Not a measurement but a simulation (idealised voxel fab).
Name of the process module below: voxel capacitor over wiring
Cross-section cut: width 275 nm, square cells of 5 nm.
Each cross-section below is a grid of square cells, stated as bands in top-down order, with one or more rows of cells making up each band. In this notation a band is specified by the heights of its top and bottom, in that order and in nm, after which its materials appear from left to right, each paired with its width in nm. The word "full width" attached to a single material means that material fills the band from edge to edge; the word "blank" stands for empty space. For the purposes of this specification, 0 denotes the height below which the wafer in its as-received condition is composed wholly of one material, and the lowermost band, lacking a lower limit, extends downward without end, as expressed in "0 -> down". It should be noted that a width expressed as "30 to 40" varies in equal increments from row to row of cells within the band, taking the value of the first number at the top row and that of the second number at the bottom row. When a step is marked "identical to before", none of the cells in the cross-section changed during that step. In the "Closed cavity list" entry, you get each enclosed empty space of 8 cells or more, one with no open way to the top, written width x height at distance, distance from the left edge, in nm. The remark found on a step's line after its settings is issued by the simulator itself and pertains to that step. overlay nm: for a step with a mask, the amount by which the mask lay right of where it was planned; a negative amount means left of it.

**Steps planned for the process**
- 1: op RECEIVE | material Si
- 2: op CONFORMAL_DEP | material SiO2 | thk nm 10
- 3: op DIRECTIONAL_DEP | material TiN | thk nm 5
- 4: op DIRECTIONAL_DEP | material W | thk nm 20
- 5: op PATTERN | tone cover | mask id METAL_1 | material resist | width nm 30 | pitch nm 80 | thk nm 20 | overlay nm 0
- 6: op DIRECTIONAL_ETCH | etch materials W | depth nm 20
- 7: op DIRECTIONAL_ETCH | etch materials TiN | depth nm 5
- 8: op STRIP | etch materials resist
- 9: op FILL_DEP | material lowk | thk nm 10
- 10: op CMP | height nm 35
- 11: op CONFORMAL_DEP | material SiCN | thk nm 5
- 12: op DIRECTIONAL_DEP | material SiO2 | thk nm 15
- 13: op MASKED_ETCH | tone open | mask id PLUG_1 | width nm 15 | etch materials SiO2 | depth nm 15 | overlay nm 0
- 14: op MASKED_ETCH | tone open | mask id PLUG_1 | width nm 15 | etch materials SiCN | depth nm 5 | overlay nm 0
- 15: op EPI | material Ru | thk nm 10
- 16: op EPI | material Ru | thk nm 10
- 17: op DIRECTIONAL_DEP | material TiN | thk nm 5
- 18: op DIRECTIONAL_DEP | material HfO2 | thk nm 5
- 19: op DIRECTIONAL_DEP | material TiN | thk nm 5
- 20: op DIRECTIONAL_DEP | material aC | thk nm 10
- 21: op PATTERN | tone cover | mask id UPPER_PLATE | material resist | width nm 55 | thk nm 25 | overlay nm 0
- 22: op DIRECTIONAL_ETCH | etch materials aC | depth nm 10
- 23: op STRIP | etch materials resist
- 24: op DIRECTIONAL_ETCH | etch materials TiN | depth nm 5
- 25: op DIRECTIONAL_ETCH | etch materials HfO2 | depth nm 5
- 26: op STRIP | etch materials aC
- 27: op MASKED_ETCH | tone cover | mask id LOWER_PLATE | width nm 65 | etch materials TiN | depth nm 5 | overlay nm 0
- 28: op FILL_DEP | material SiO2 | thk nm 15
- 29: op CMP | height nm 80
- 30: op MASKED_ETCH | tone open | mask id PLUG_2 | width nm 15 | etch materials SiO2 | depth nm 10 | overlay nm 0
- 31: op CONFORMAL_DEP | material TiN | thk nm 5
- 32: op FILL_DEP | material Ru | thk nm 10
- 33: op CMP | height nm 80
- 34: op CONFORMAL_DEP | material SiN | thk nm 5

**Wafer at receipt (post step 1), cross-section**
> 0 -> down: Si full width
> Closed cavity list: none

**The first of two wafers, cross-sectioned at the end of the module, with the run proceeding as planned**
> 85 -> 80: SiN full width
> 80 -> 75: 105 of SiO2; 5 of TiN; 5 of Ru; 5 of TiN; 155 of SiO2
> 75 -> 65: 105 to 95 of SiO2; 15 to 55 of TiN; 155 to 125 of SiO2
> 65 -> 60: 95 of SiO2; 55 of HfO2; 125 of SiO2
> 60 -> 55: 90 of SiO2; 65 of TiN; 120 of SiO2
> 55 -> 40: 95 of SiO2; 15 of Ru; 165 of SiO2
> 40 -> 35: 95 of SiCN; 15 of Ru; 165 of SiCN
> 35 -> 15: 80 of lowk; 30 of W; 50 of lowk; 30 of W; 85 of lowk
> 15 -> 10: 80 of lowk; 30 of TiN; 50 of lowk; 30 of TiN; 85 of lowk
> 10 -> 0: SiO2 full width
> 0 -> down: Si full width
> Closed cavity list: none

**Wafer two, sectioned after the module: the first wafer's start, the first wafer's plan, and one mistake in how it was run**
> 85 -> 80: SiN full width
> 80 -> 75: 105 of SiO2; 5 of TiN; 5 of Ru; 5 of TiN; 155 of SiO2
> 75 -> 70: 105 of SiO2; 15 of TiN; 155 of SiO2
> 70 -> 65: SiO2 full width
> 65 -> 60: 95 of SiO2; 55 of HfO2; 125 of SiO2
> 60 -> 55: 90 of SiO2; 65 of TiN; 120 of SiO2
> 55 -> 40: 95 of SiO2; 15 of Ru; 165 of SiO2
> 40 -> 35: 95 of SiCN; 15 of Ru; 165 of SiCN
> 35 -> 15: 80 of lowk; 30 of W; 50 of lowk; 30 of W; 85 of lowk
> 15 -> 10: 80 of lowk; 30 of TiN; 50 of lowk; 30 of TiN; 85 of lowk
> 10 -> 0: SiO2 full width
> 0 -> down: Si full width
> Closed cavity list: none
Deviation from plan: heads up, step 19 of the plan was skipped and never actually ran
Count the cells at the end and the second wafer has more or fewer of some materials than the first: 11 more of SiO2; 11 fewer of TiN
